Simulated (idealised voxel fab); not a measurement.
Proc. module: voxel transistor to metal
Section shown: cut. Width: 205 nm. Cell size: 5 nm, square.
Throughout this document, each cross-section is represented as a grid of square cells and is presented as a sequence of bands enumerated from the top downward, where a band comprises one or more rows of cells.
Band: top height; bottom height; in nm. Then, left to right: material with width in nm, for each material. "all across": a single material spanning edge to edge. "blank": empty space.
Heights are measured from 0, the level below which the as-received wafer is all one material; the lowest band has no bottom and continues downward, written as in "0 down".
You'd read "30 to 40" like this: the band's top row of cells is as wide as the first number, its bottom row is as wide as the second, and going down, every row changes width by the same amount as the row before did.
Take "stayed the same" at face value: in the step it is given for, the cross-section changed in none of its cells.
So "Enclosed internal voids" is basically the list of trapped voids: any empty space of 8 cells or more that can't reach the top through an opening. They're written width x height at distance, the distance being from the left edge, and it's all nm.
That trailing text on a step's line, after the settings, is the simulator's own remark on the step.
A step's line can hold "overlay nm"; with a mask on that step, the setting says how far right of the planned place the mask lay, while a negative setting says it lay to the left.
The steps planned for the process are as follows
1: RECEIVE (material Si)
2: OXIDIZE (depth nm 5)
3: CONFORMAL_DEP (material SiN; thk nm 15)
4: PATTERN (tone cover; mask id ACTIVE; material resist; width nm 105; thk nm 20; overlay nm 0)
5: DIRECTIONAL_ETCH (etch materials SiN; depth nm 15)
6: DIRECTIONAL_ETCH (etch materials SiO2; depth nm 5)
7: DIRECTIONAL_ETCH (etch materials Si; depth nm 35)
8: STRIP (etch materials resist)
9: FILL_DEP (material SiO2; thk nm 10)
10: CMP (height nm 15)
11: SELECTIVE_ETCH (etch materials SiO2; depth nm 15)
12: STRIP (etch materials SiN)
13: SELECTIVE_ETCH (etch materials SiO2; depth nm 5)
14: OXIDIZE (depth nm 5)
15: DIRECTIONAL_DEP (material polySi; thk nm 20)
16: DIRECTIONAL_DEP (material SiCN; thk nm 15)
17: MASKED_ETCH (tone cover; mask id GATE; width nm 35; etch materials SiCN; depth nm 25; overlay nm 0)
18: MASKED_ETCH (tone cover; mask id GATE; width nm 35; etch materials polySi; depth nm 30; overlay nm 0)
19: CONFORMAL_DEP (material SiN; thk nm 10)
20: DIRECTIONAL_ETCH (etch materials SiN; depth nm 10)
21: DIRECTIONAL_ETCH (etch materials SiO2; depth nm 5)
22: DIRECTIONAL_ETCH (etch materials Si; depth nm 10)
23: EPI (material SiGe; thk nm 10)
24: FILL_DEP (material SiO2; thk nm 5)
25: CMP (height nm 15)
26: STRIP (etch materials polySi)
27: SELECTIVE_ETCH (etch materials SiO2; depth nm 5)
28: CONFORMAL_DEP (material HfO2; thk nm 5)
29: CONFORMAL_DEP (material TiN; thk nm 5)
30: FILL_DEP (material W; thk nm 5)
31: CMP (height nm 10)
32: DIRECTIONAL_DEP (material SiO2; thk nm 10)
33: MASKED_ETCH (tone open; mask id CONTACT; width nm 15; pitch nm 80; etch materials SiO2; depth nm 30; overlay nm 0)
34: CONFORMAL_DEP (material TiN; thk nm 5)
35: FILL_DEP (material W; thk nm 10)
36: CMP (height nm 20)
37: CONFORMAL_DEP (material SiCN; thk nm 5)
38: DIRECTIONAL_DEP (material SiO2; thk nm 20)
39: DIRECTIONAL_DEP (material aC; thk nm 15)
40: PATTERN (tone open; mask id METAL_1; material resist; width nm 15; pitch nm 80; thk nm 30; overlay nm 0)
41: DIRECTIONAL_ETCH (etch materials aC; depth nm 15)
42: STRIP (etch materials resist)
43: DIRECTIONAL_ETCH (etch materials SiO2; depth nm 20)
44: DIRECTIONAL_ETCH (etch materials SiCN; depth nm 5)
45: STRIP (etch materials aC)
46: CONFORMAL_DEP (material TiN; thk nm 5)
47: FILL_DEP (material W; thk nm 5)
48: CMP (height nm 45)
49: EPI (material Ru; thk nm 5)
50: FILL_DEP (material SiCN; thk nm 5)
51: DIRECTIONAL_DEP (material SiO2; thk nm 25)
52: DIRECTIONAL_DEP (material aC; thk nm 15)
53: PATTERN (tone open; mask id METAL_2; material resist; width nm 15; pitch nm 80; thk nm 35; overlay nm 0)
54: DIRECTIONAL_ETCH (etch materials aC; depth nm 15)
55: STRIP (etch materials resist)
56: DIRECTIONAL_ETCH (etch materials SiO2; depth nm 15)
57: STRIP (etch materials aC)
58: PATTERN (tone open; mask id METAL_2_HOLES; material resist; width nm 15; pitch nm 80; thk nm 20; overlay nm 0)
59: DIRECTIONAL_ETCH (etch materials SiO2; depth nm 10)
60: DIRECTIONAL_ETCH (etch materials SiCN; depth nm 5)
61: STRIP (etch materials resist)
62: CONFORMAL_DEP (material TiN; thk nm 5)
63: FILL_DEP (material Ru; thk nm 5)
64: CMP (height nm 80)
65: CONFORMAL_DEP (material SiCN; thk nm 5)
as received, after step 1
* 0 down  Si all across
* Enclosed internal voids: none
Cross-sectional view of the first of the two wafers upon completion of the module, processed in accordance with the plan
* 85 to 80  SiCN all across
* 80 to 55  SiO2=55  TiN=5  Ru=5  TiN=5  SiO2=65  TiN=5  Ru=5  TiN=5  SiO2=55
* 55 to 50  SiCN=55  TiN=15  SiCN=65  TiN=15  SiCN=55
* 50 to 45  SiCN=50  Ru=25  SiCN=55  Ru=25  SiCN=50
* 45 to 25  SiO2=55  TiN=5  W=5  TiN=5  SiO2=65  TiN=5  W=5  TiN=5  SiO2=55
* 25 to 20  SiCN=55  TiN=15  SiCN=65  TiN=15  SiCN=55
* 20 to 10  SiO2=55  TiN=5  W=5  TiN=5  SiO2=65  TiN=5  W=5  TiN=5  SiO2=55
* 10 to 5  SiO2=55  TiN=5  W=5  TiN=5  SiO2=5  SiN=10  HfO2=5  TiN=5  W=15  TiN=5  HfO2=5  SiN=10  SiO2=5  TiN=5  W=5  TiN=5  SiO2=55
* 5 to 0  SiO2=55  TiN=15  SiO2=5  SiN=10  HfO2=5  TiN=5  W=15  TiN=5  HfO2=5  SiN=10  SiO2=5  TiN=15  SiO2=55
* 0 to -5  SiO2=55  TiN=10  SiGe=10  SiN=10  HfO2=5  TiN=25  HfO2=5  SiN=10  SiGe=10  TiN=10  SiO2=55
* -5 to -10  SiO2=55  TiN=10  SiGe=10  SiO2=5  HfO2=45  SiO2=5  SiGe=10  TiN=10  SiO2=55
* -10 to -20  SiO2=50  SiGe=25  Si=55  SiGe=25  SiO2=50
* -20 to -40  SiO2=50  Si=105  SiO2=50
* -40 down  Si all across
* Enclosed internal voids: none
Cross-section of the latter of the two wafers at module completion. It had an identical start and an identical plan to the former; in running it, one mistake was made
* 85 to 80  SiCN all across
* 80 to 55  SiO2=55  TiN=5  Ru=5  TiN=5  SiO2=65  TiN=5  Ru=5  TiN=5  SiO2=55
* 55 to 50  SiCN=55  TiN=15  SiCN=65  TiN=15  SiCN=55
* 50 to 45  SiCN=50  Ru=25  SiCN=55  Ru=25  SiCN=50
* 45 to 25  SiO2=55  TiN=5  W=5  TiN=5  SiO2=65  TiN=5  W=5  TiN=5  SiO2=55
* 25 to 20  SiCN=55  TiN=15  SiCN=65  TiN=15  SiCN=55
* 20 to 10  SiO2=55  TiN=5  W=5  TiN=5  SiO2=65  TiN=5  W=5  TiN=5  SiO2=55
* 10 to 5  SiO2=55  TiN=5  W=5  TiN=5  SiO2=5  SiN=10  HfO2=5  TiN=5  W=15  TiN=5  HfO2=5  SiN=10  SiO2=5  TiN=5  W=5  TiN=5  SiO2=55
* 5 to 0  SiO2=55  TiN=15  SiO2=5  SiN=10  HfO2=5  TiN=5  W=15  TiN=5  HfO2=5  SiN=10  SiO2=5  TiN=15  SiO2=55
* 0 to -5  SiO2=55  TiN=10  SiGe=10  SiN=10  HfO2=5  TiN=25  HfO2=5  SiN=10  SiGe=10  TiN=10  SiO2=55
* -5 to -10  SiO2=30  SiN=20  SiO2=5  TiN=10  SiGe=10  SiO2=5  HfO2=45  SiO2=5  SiGe=10  TiN=10  SiO2=5  SiN=20  SiO2=30
* -10 to -20  SiO2=30  SiN=20  SiO2=5  SiGe=20  Si=55  SiGe=20  SiO2=5  SiN=20  SiO2=30
* -20 to -25  SiO2=55  Si=95  SiO2=55
* -25 to -40  SiO2=50  Si=105  SiO2=50
* -40 down  Si all across
* Enclosed internal voids: none
It is concluded that the wafer was processed incorrectly with respect to the plan, in that transposition of steps 11 and 12 relative to the planned sequence
End check, counted in cells, second wafer has more or fewer of these materials than the first: 2 fewer of Si | 4 fewer of SiGe | 24 more of SiN | 18 fewer of SiO2
